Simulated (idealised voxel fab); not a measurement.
process module | voxel fin reveal
cross-section cut | 175 nm wide | cells 5 nm
A cross-section is a grid of square cells, given in bands from the top down. A band is one or more rows of cells.
Each band's line starts with the height of the band's top and of its bottom, in nm. Then come its materials from left to right, each with its width in nm. One material with "throughout" fills the band from edge to edge. "air" is empty space.
Height 0 is the level under which the wafer as received is all one material. The lowest band goes on downwards, as in "0 down".
A width such as "30 to 40" changes by the same amount from each row of cells to the next, from the band's top row to its bottom row.
"no change" after a step means that no cell of the cross-section changed.
closed voids: empty space of 8 cells or more with no open way to the top, each as width x height at its distance from the left edge, in nm
after a step's settings: what the simulator itself notes on the step
overlay nm, on a step with a mask: how far to the right of its planned place the mask lay; to the left if negative
plan
1 op RECEIVE | material Si
2 op CONFORMAL_DEP | material SiN | thk nm 10
3 op DIRECTIONAL_DEP | material aC | thk nm 10
4 op PATTERN | tone cover | mask id FINS | material resist | width nm 15 | pitch nm 45 | thk nm 25 | overlay nm 0
5 op DIRECTIONAL_ETCH | etch materials aC | depth nm 10
6 op STRIP | etch materials resist
7 op DIRECTIONAL_ETCH | etch materials SiN | depth nm 10
8 op DIRECTIONAL_ETCH | etch materials Si | depth nm 35
9 op STRIP | etch materials aC
10 op FILL_DEP | material SiO2 | thk nm 15
11 op CMP | height nm 10
12 op SELECTIVE_ETCH | etch materials SiO2 | depth nm 35
13 op STRIP | etch materials SiN
as received, after step 1
  0 down: Si throughout
  closed voids: none
first wafer at the end, as planned
  0 to -25: air 35 | Si 15 | air 30 | Si 15 | air 30 | Si 15 | air 35
  -25 to -35: SiO2 35 | Si 15 | SiO2 30 | Si 15 | SiO2 30 | Si 15 | SiO2 35
  -35 down: Si throughout
  closed voids: none
second wafer at the end: like start, like plan, one mistake
  0 to -10: air 35 | Si 15 | air 30 | Si 15 | air 30 | Si 15 | air 35
  -10 to -35: SiO2 35 | Si 15 | SiO2 30 | Si 15 | SiO2 30 | Si 15 | SiO2 35
  -35 down: Si throughout
  closed voids: none
what went wrong: step 11 was left out
at the end the second wafer has, in cells: 78 more of SiO2
